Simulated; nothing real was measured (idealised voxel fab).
Process module heading - voxel double patterning
The cross-section on display is named cut; it measures 160 nm wide, and its cells are 5 nm squares.
Heads up, the way a cross-section reads in here is a grid of square cells, handed over as bands from the top down, with every band being one or more rows of cells.
Band: top height; bottom height; in nm. Then, left to right: material with width in nm, for each material. "edge to edge": a single material spanning edge to edge. "blank": empty space.
Measure heights from 0. That's the level where, below it, the as-received wafer is all one material. The lowest band is bottomless and extends downward; write it as in "0..down".
Width: "30 to 40" (first number = top row, second number = bottom row, same change from row to row of cells).
You'll sometimes find "left unchanged" written for a step, and that's the way of saying that nowhere in the cross-section did a cell change during that step.
The entry titled "Closed void register" provides the empty spaces that have no open way to the top, restricted to those of 8 cells or more. Each is presented as width x height at distance, the distance being measured from the left edge, with all three in nm.
Past the settings on a step's line: simulator remark, on that step.
On any step carrying a mask, the "overlay nm" setting, if present on the step's line, tells how far right of its planned place the mask lay; negative values point to the left.
-- Here's what the planned process steps look like
1,RECEIVE: material Si
2,CONFORMAL_DEP: material SiO2, thk nm 10
3,DIRECTIONAL_DEP: material W, thk nm 10
4,DIRECTIONAL_DEP: material SiN, thk nm 5
5,DIRECTIONAL_DEP: material aC, thk nm 15
6,PATTERN: tone open, mask id FIRST, material resist, width nm 15, pitch nm 50, thk nm 35, overlay nm 0
7,DIRECTIONAL_ETCH: etch materials aC, depth nm 15
8,STRIP: etch materials resist
9,DIRECTIONAL_ETCH: etch materials SiN, depth nm 5
10,STRIP: etch materials aC
11,DIRECTIONAL_DEP: material aC, thk nm 10
12,PATTERN: tone open, mask id SECOND, material resist, width nm 15, thk nm 30, overlay nm 0
13,DIRECTIONAL_ETCH: etch materials aC, depth nm 10
14,STRIP: etch materials resist
15,DIRECTIONAL_ETCH: etch materials SiN, depth nm 5
16,STRIP: etch materials aC
17,DIRECTIONAL_ETCH: etch materials W, depth nm 10
18,STRIP: etch materials SiN
-- Below: the first of two wafers, run as planned
-- As received (post step 1): cross-section
* 0..down: Si edge to edge
* Closed void register: none
-- You're looking at a cross-section of the wafer after step 2
* 10..0: SiO2 edge to edge
* Everything under 0 stays put, no change at all.
-- You're looking at a cross-section of the wafer after step 3
* 20..10: W edge to edge
* Everything under 10 stays put, no change at all.
-- You're looking at a cross-section of the wafer after step 4
* 25..20: SiN edge to edge
* Everything under 20 stays put, no change at all.
-- You're looking at a cross-section of the wafer after step 5
* 40..25: aC edge to edge
* Everything under 25 stays put, no change at all.
-- You're looking at a cross-section of the wafer after step 6
* 75..40: 45 resist; 15 blank; 35 resist; 15 blank; 50 resist
* Everything under 40 stays put, no change at all.
-- You're looking at a cross-section of the wafer after step 7
* 60..40: 45 resist; 15 blank; 35 resist; 15 blank; 50 resist
* 40..25: 45 aC; 15 blank; 35 aC; 15 blank; 50 aC
* Everything under 25 stays put, no change at all.
-- You're looking at a cross-section of the wafer after step 8
* 40..25: 45 aC; 15 blank; 35 aC; 15 blank; 50 aC
* Everything under 25 stays put, no change at all.
-- You're looking at a cross-section of the wafer after step 9
* 40..25: 45 aC; 15 blank; 35 aC; 15 blank; 50 aC
* 25..20: 45 SiN; 15 blank; 35 SiN; 15 blank; 50 SiN
* Everything under 20 stays put, no change at all.
-- You're looking at a cross-section of the wafer after step 10
* 25..20: 45 SiN; 15 blank; 35 SiN; 15 blank; 50 SiN
* Everything under 20 stays put, no change at all.
-- You're looking at a cross-section of the wafer after step 11
* 35..30: 45 aC; 15 blank; 35 aC; 15 blank; 50 aC
* 30..25: aC edge to edge
* 25..20: 45 SiN; 15 aC; 35 SiN; 15 aC; 50 SiN
* Everything under 20 stays put, no change at all.
-- You're looking at a cross-section of the wafer after step 12
* 65..35: 70 resist; 15 blank; 75 resist
* 35..30: 45 aC; 15 resist; 35 aC; 15 resist; 50 aC
* Everything under 30 stays put, no change at all.
-- You're looking at a cross-section of the wafer after step 13
* 55..35: 70 resist; 15 blank; 75 resist
* 35..30: 45 aC; 15 resist; 10 aC; 15 blank; 10 aC; 15 resist; 50 aC
* 30..25: 70 aC; 15 blank; 75 aC
* Everything under 25 stays put, no change at all.
-- You're looking at a cross-section of the wafer after step 14
* 35..30: 45 aC; 15 blank; 10 aC; 15 blank; 10 aC; 15 blank; 50 aC
* Everything under 30 stays put, no change at all.
-- You're looking at a cross-section of the wafer after step 15
* 35..30: 45 aC; 15 blank; 10 aC; 15 blank; 10 aC; 15 blank; 50 aC
* 30..25: 70 aC; 15 blank; 75 aC
* 25..20: 45 SiN; 15 aC; 10 SiN; 15 blank; 10 SiN; 15 aC; 50 SiN
* Everything under 20 stays put, no change at all.
-- You're looking at a cross-section of the wafer after step 16
* 25..20: 45 SiN; 15 blank; 10 SiN; 15 blank; 10 SiN; 15 blank; 50 SiN
* Everything under 20 stays put, no change at all.
-- You're looking at a cross-section of the wafer after step 17
* 25..20: 45 SiN; 15 blank; 10 SiN; 15 blank; 10 SiN; 15 blank; 50 SiN
* 20..10: 45 W; 15 blank; 10 W; 15 blank; 10 W; 15 blank; 50 W
* Everything under 10 stays put, no change at all.
-- You're looking at a cross-section of the wafer after step 18
* 20..10: 45 W; 15 blank; 10 W; 15 blank; 10 W; 15 blank; 50 W
* Everything under 10 stays put, no change at all.
-- The Second Wafer: Common Origin and Plan, One Mistake in Execution, Identical to the First Through Step 1
-- Second wafer shown in cross-section at the time step 2 was slated to end
* 10..0: aC edge to edge
* Everything under 0 stays put, no change at all.
-- Second wafer shown in cross-section at the time step 3 was slated to end
* 20..10: W edge to edge
* Everything under 10 stays put, no change at all.
-- Second wafer shown in cross-section at the time step 4 was slated to end
* 25..20: SiN edge to edge
* Everything under 20 stays put, no change at all.
-- Second wafer shown in cross-section at the time step 5 was slated to end
* 40..25: aC edge to edge
* Everything under 25 stays put, no change at all.
-- Second wafer shown in cross-section at the time step 6 was slated to end
* 75..40: 45 resist; 15 blank; 35 resist; 15 blank; 50 resist
* Everything under 40 stays put, no change at all.
-- Second wafer shown in cross-section at the time step 7 was slated to end
* 60..40: 45 resist; 15 blank; 35 resist; 15 blank; 50 resist
* 40..25: 45 aC; 15 blank; 35 aC; 15 blank; 50 aC
* Everything under 25 stays put, no change at all.
-- Second wafer shown in cross-section at the time step 8 was slated to end
* 40..25: 45 aC; 15 blank; 35 aC; 15 blank; 50 aC
* Everything under 25 stays put, no change at all.
-- Second wafer shown in cross-section at the time step 9 was slated to end
* 40..25: 45 aC; 15 blank; 35 aC; 15 blank; 50 aC
* 25..20: 45 SiN; 15 blank; 35 SiN; 15 blank; 50 SiN
* Everything under 20 stays put, no change at all.
-- Second wafer shown in cross-section at the time step 10 was slated to end
* 25..20: 45 SiN; 15 blank; 35 SiN; 15 blank; 50 SiN
* Everything under 20 stays put, no change at all.
-- Second wafer shown in cross-section at the time step 11 was slated to end
* 35..30: 45 aC; 15 blank; 35 aC; 15 blank; 50 aC
* 30..25: aC edge to edge
* 25..20: 45 SiN; 15 aC; 35 SiN; 15 aC; 50 SiN
* Everything under 20 stays put, no change at all.
-- Second wafer shown in cross-section at the time step 12 was slated to end
* 65..35: 70 resist; 15 blank; 75 resist
* 35..30: 45 aC; 15 resist; 35 aC; 15 resist; 50 aC
* Everything under 30 stays put, no change at all.
-- Second wafer shown in cross-section at the time step 13 was slated to end
* 55..35: 70 resist; 15 blank; 75 resist
* 35..30: 45 aC; 15 resist; 10 aC; 15 blank; 10 aC; 15 resist; 50 aC
* 30..25: 70 aC; 15 blank; 75 aC
* Everything under 25 stays put, no change at all.
-- Second wafer shown in cross-section at the time step 14 was slated to end
* 35..30: 45 aC; 15 blank; 10 aC; 15 blank; 10 aC; 15 blank; 50 aC
* Everything under 30 stays put, no change at all.
-- Second wafer shown in cross-section at the time step 15 was slated to end
* 35..30: 45 aC; 15 blank; 10 aC; 15 blank; 10 aC; 15 blank; 50 aC
* 30..25: 70 aC; 15 blank; 75 aC
* 25..20: 45 SiN; 15 aC; 10 SiN; 15 blank; 10 SiN; 15 aC; 50 SiN
* Everything under 20 stays put, no change at all.
-- Second wafer shown in cross-section at the time step 16 was slated to end
* 25..20: 45 SiN; 15 blank; 10 SiN; 15 blank; 10 SiN; 15 blank; 50 SiN
* Everything under 20 stays put, no change at all.
-- Second wafer shown in cross-section at the time step 17 was slated to end
* 25..20: 45 SiN; 15 blank; 10 SiN; 15 blank; 10 SiN; 15 blank; 50 SiN
* 20..10: 45 W; 15 blank; 10 W; 15 blank; 10 W; 15 blank; 50 W
* Everything under 10 stays put, no change at all.
-- Second wafer shown in cross-section at the time step 18 was slated to end
* 20..10: 45 W; 15 blank; 10 W; 15 blank; 10 W; 15 blank; 50 W
* Everything under 10 stays put, no change at all.
Here's what went sideways: for step 2, the planned setting was not used; the step was instead run as CONFORMAL_DEP: material aC, thk nm 10
The final cell counts differ between the wafers, with the second having more or fewer of some materials than the first: 64 fewer of SiO2 | 64 more of aC
